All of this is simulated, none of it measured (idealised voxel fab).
Title: Process Module voxel gate over fins
Displayed cross-section: cut, width of 210 nm, square cells sized 5 nm.
Cross-section spec: square-cell grid; bands listed top down; each band is one or more rows. In this notation a band is specified by the heights of its top and bottom, in that order and in nm, after which its materials appear from left to right, each paired with its width in nm. The word "edge to edge" attached to a single material means that material fills the band from edge to edge; the word "blank" stands for empty space. Heights from 0 (as-received wafer is one material below). Bottom band endless downward, as "top 0, no bottom". The expression "30..40" gives the width at the extremes of the band, the first number at its top row of cells and the second at its bottom row, with the width changing by equal amounts from each row to the next in between. For the purposes of this document, the phrase "nothing different" attached to a step denotes that no cell within the cross-section was modified by that step. What "Enclosed void entries" gives you is every empty space of 8 cells or more that is cut off from the top. Each appears as width x height at distance, with the distance taken from the left edge and width, height and distance all in nm. What comes after the settings on a step's line is commentary from the simulator itself on that step. A step line may carry the setting "overlay nm", which, for steps involving a mask, states the distance by which the mask lay to the right of its intended position; negative values denote displacement to the left.

**Process steps - plan**
1,RECEIVE with material Si
2,CONFORMAL_DEP with material SiN, thk nm 5
3,DIRECTIONAL_DEP with material aC, thk nm 10
4,PATTERN with tone cover, mask id FINS, material resist, width nm 15, pitch nm 60, thk nm 25, overlay nm 0
5,DIRECTIONAL_ETCH with etch materials aC, depth nm 10
6,STRIP with etch materials resist
7,DIRECTIONAL_ETCH with etch materials SiN, depth nm 5
8,DIRECTIONAL_ETCH with etch materials Si, depth nm 35
9,STRIP with etch materials aC
10,FILL_DEP with material SiO2, thk nm 5
11,CMP with height nm 5
12,DIRECTIONAL_DEP with material aC, thk nm 10
13,PATTERN with tone open, mask id RAIL, material resist, width nm 15, thk nm 25, overlay nm 0
14,DIRECTIONAL_ETCH with etch materials aC, depth nm 10
15,STRIP with etch materials resist
16,DIRECTIONAL_ETCH with etch materials SiO2, depth nm 35
17,STRIP with etch materials aC
18,CONFORMAL_DEP with material TiN, thk nm 5
19,FILL_DEP with material Ru, thk nm 5
20,CMP with height nm 5
21,SELECTIVE_ETCH with etch materials W Ru TiN, depth nm 20
22,FILL_DEP with material SiO2, thk nm 5
23,CMP with height nm 5
24,SELECTIVE_ETCH with etch materials SiO2, depth nm 15
25,STRIP with etch materials SiN
26,CONFORMAL_DEP with material HfO2, thk nm 5
27,CONFORMAL_DEP with material TiN, thk nm 5
28,FILL_DEP with material W, thk nm 10
29,CMP with height nm 15
30,CONFORMAL_DEP with material SiN, thk nm 10
Don't read the plan's width nm for step 13 as applying to every wafer: that's the first wafer's value, and the wafers differ in it, though they all start identical.

**Cross-section of the first of several wafers on receipt, reflecting completion of step 1**
  top 0, no bottom = Si edge to edge
  Enclosed void entries: none

**Per wafer, end of module: cells gained (+) or lost (-) per material since receipt, then closed voids**
width nm 15 | +50 HfO2 | +2 Ru | -252 Si | +84 SiN | +171 SiO2 | +57 TiN | +98 W | Enclosed void entries: none
width nm 20 | +50 HfO2 | +4 Ru | -252 Si | +84 SiN | +168 SiO2 | +58 TiN | +98 W | Enclosed void entries: none
width nm 25 | +50 HfO2 | +6 Ru | -252 Si | +84 SiN | +165 SiO2 | +59 TiN | +98 W | Enclosed void entries: none
width nm 30 | +50 HfO2 | +8 Ru | -252 Si | +84 SiN | +162 SiO2 | +60 TiN | +98 W | Enclosed void entries: none
